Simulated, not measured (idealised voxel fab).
Process module name: voxel self aligned contacts
Each square cell in cross-section cut measures 5 nm, and the section as a whole is 185 nm wide.
Throughout this document, each cross-section is represented as a grid of square cells and is presented as a sequence of bands enumerated from the top downward, where a band comprises one or more rows of cells.
Within each band entry, the heights of the top and of the bottom of the band appear first, in that order and in nm; the materials of the band then follow from left to right, each with its corresponding width in nm. The designation "all across" on a single material indicates that it fills the band from edge to edge; the designation "blank" indicates empty space.
We count height from 0. Below that, the starting wafer is all one material. The lowest band never ends at the bottom but goes on down; see "0 and below" for how that is written.
Think of "30 to 40" as a width that walks from the first number to the second as you go down the band, top row to bottom row, taking equal-sized steps from row to row.
Any step labelled "stayed the same" changed none of the cells in the cross-section.
"Closed void entries" lists enclosed empty spaces (at least 8 cells, no open path upward to the top), each as width x height at distance from the left edge, in nm.
Anything after a step's settings on that line? It's the simulator's own note about the step.
If you see "overlay nm" on a step's line and that step has a mask, it's telling you how far right of where it was planned the mask ended up; a negative number means it went left instead.

[These are the steps we planned for the process]
| 1 | RECEIVE,material Si |
| 2 | CONFORMAL_DEP,material SiO2,thk nm 5 |
| 3 | DIRECTIONAL_DEP,material polySi,thk nm 30 |
| 4 | DIRECTIONAL_DEP,material SiN,thk nm 20 |
| 5 | PATTERN,tone cover,mask id GATE,material resist,width nm 25,pitch nm 60,thk nm 20,overlay nm 0 |
| 6 | DIRECTIONAL_ETCH,etch materials SiN,depth nm 20 |
| 7 | DIRECTIONAL_ETCH,etch materials polySi,depth nm 30 |
| 8 | STRIP,etch materials resist |
| 9 | CONFORMAL_DEP,material SiN,thk nm 10 |
| 10 | DIRECTIONAL_ETCH,etch materials SiN,depth nm 10 |
| 11 | FILL_DEP,material SiO2,thk nm 20 |
| 12 | CMP,height nm 65 |
| 13 | PATTERN,tone open,mask id CONTACT,material resist,width nm 45,thk nm 15,overlay nm 0 |
| 14 | DIRECTIONAL_ETCH,etch materials SiO2,depth nm 65 |
| 15 | STRIP,etch materials resist |
| 16 | CONFORMAL_DEP,material TiN,thk nm 5 |
| 17 | FILL_DEP,material W,thk nm 5 |
| 18 | CMP,height nm 65 |
| 19 | CONFORMAL_DEP,material SiCN,thk nm 5 |

[Step 1 complete: cross-section of the wafer as received]
    0 and below | Si all across
    Closed void entries: none

[Final cross-section, module run with one mistake (start and plan as above)]
    70 down to 65 | SiCN all across
    65 down to 55 | SiO2 70  TiN 5  W 35  TiN 5  SiO2 70
    55 down to 50 | SiO2 70  TiN 20  W 5  TiN 20  SiO2 70
    50 down to 30 | SiO2 40  SiN 45  TiN 5  W 5  TiN 5  SiN 45  SiO2 40
    30 down to 5 | SiO2 40  SiN 10  polySi 25  SiN 10  TiN 5  W 5  TiN 5  SiN 10  polySi 25  SiN 10  SiO2 40
    5 down to 0 | SiO2 40  SiN 10  polySi 25  SiN 10  TiN 15  SiN 10  polySi 25  SiN 10  SiO2 40
    0 and below | Si all across
    Closed void entries: none
The mistake made against the process plan was this: yeah, step 2 of the plan got skipped, never ran
